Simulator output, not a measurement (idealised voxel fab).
process module | voxel self aligned vias
cross-section cut | 300 nm wide | cells 5 nm
A cross-section is a grid of square cells, given in bands from the top down. A band is one or more rows of cells.
Each band's line starts with the height of the band's top and of its bottom, in nm. Then come its materials from left to right, each with its width in nm. One material with "throughout" fills the band from edge to edge. "air" is empty space.
Height 0 is the level under which the wafer as received is all one material. The lowest band goes on downwards, as in "0 down".
A width such as "30 to 40" changes by the same amount from each row of cells to the next, from the band's top row to its bottom row.
"no change" after a step means that no cell of the cross-section changed.
closed voids: empty space of 8 cells or more with no open way to the top, each as width x height at its distance from the left edge, in nm
after a step's settings: what the simulator itself notes on the step
overlay nm, on a step with a mask: how far to the right of its planned place the mask lay; to the left if negative
plan
1 op RECEIVE | material Si
2 op CONFORMAL_DEP | material SiO2 | thk nm 10
3 op CONFORMAL_DEP | material SiCN | thk nm 5
4 op DIRECTIONAL_DEP | material lowk | thk nm 20
5 op DIRECTIONAL_DEP | material aC | thk nm 15
6 op PATTERN | tone open | mask id LINES | material resist | width nm 25 | pitch nm 50 | thk nm 35 | overlay nm 0
7 op DIRECTIONAL_ETCH | etch materials aC | depth nm 15
8 op STRIP | etch materials resist
9 op DIRECTIONAL_ETCH | etch materials lowk | depth nm 20
10 op STRIP | etch materials aC
11 op CONFORMAL_DEP | material TiN | thk nm 5
12 op FILL_DEP | material W | thk nm 5
13 op CMP | height nm 35
14 op SELECTIVE_ETCH | etch materials W Ru TiN | depth nm 5
15 op FILL_DEP | material SiN | thk nm 5
16 op CMP | height nm 35
17 op DIRECTIONAL_DEP | material lowk | thk nm 15
18 op DIRECTIONAL_DEP | material aC | thk nm 10
19 op PATTERN | tone open | mask id VIAS | material resist | width nm 35 | thk nm 30 | overlay nm 0
20 op DIRECTIONAL_ETCH | etch materials aC | depth nm 10
21 op STRIP | etch materials resist
22 op DIRECTIONAL_ETCH | etch materials lowk | depth nm 15
23 op DIRECTIONAL_ETCH | etch materials SiN | depth nm 5
24 op STRIP | etch materials aC
25 op CONFORMAL_DEP | material TiN | thk nm 5
26 op FILL_DEP | material Cu | thk nm 5
27 op CMP | height nm 50
28 op CONFORMAL_DEP | material SiN | thk nm 5
as received, after step 1
  0 down: Si throughout
  closed voids: none
a wafer at the end: this start, this plan, one mistake
  55 to 50: SiN throughout
  50 to 45: Cu throughout
  45 to 40: TiN 110 | Cu 25 | TiN 165
  40 to 30: lowk 105 | TiN 5 | Cu 25 | TiN 5 | lowk 160
  30 to 25: lowk 105 | TiN 35 | lowk 160
  25 to 20: lowk 110 | TiN 5 | W 15 | TiN 5 | lowk 25 | TiN 5 | W 15 | TiN 5 | lowk 115
  20 to 15: lowk 110 | TiN 25 | lowk 25 | TiN 25 | lowk 115
  15 to 10: SiCN throughout
  10 to 0: SiO2 throughout
  0 down: Si throughout
  closed voids: none
what went wrong: step 16 ran as: op CMP | height nm 25
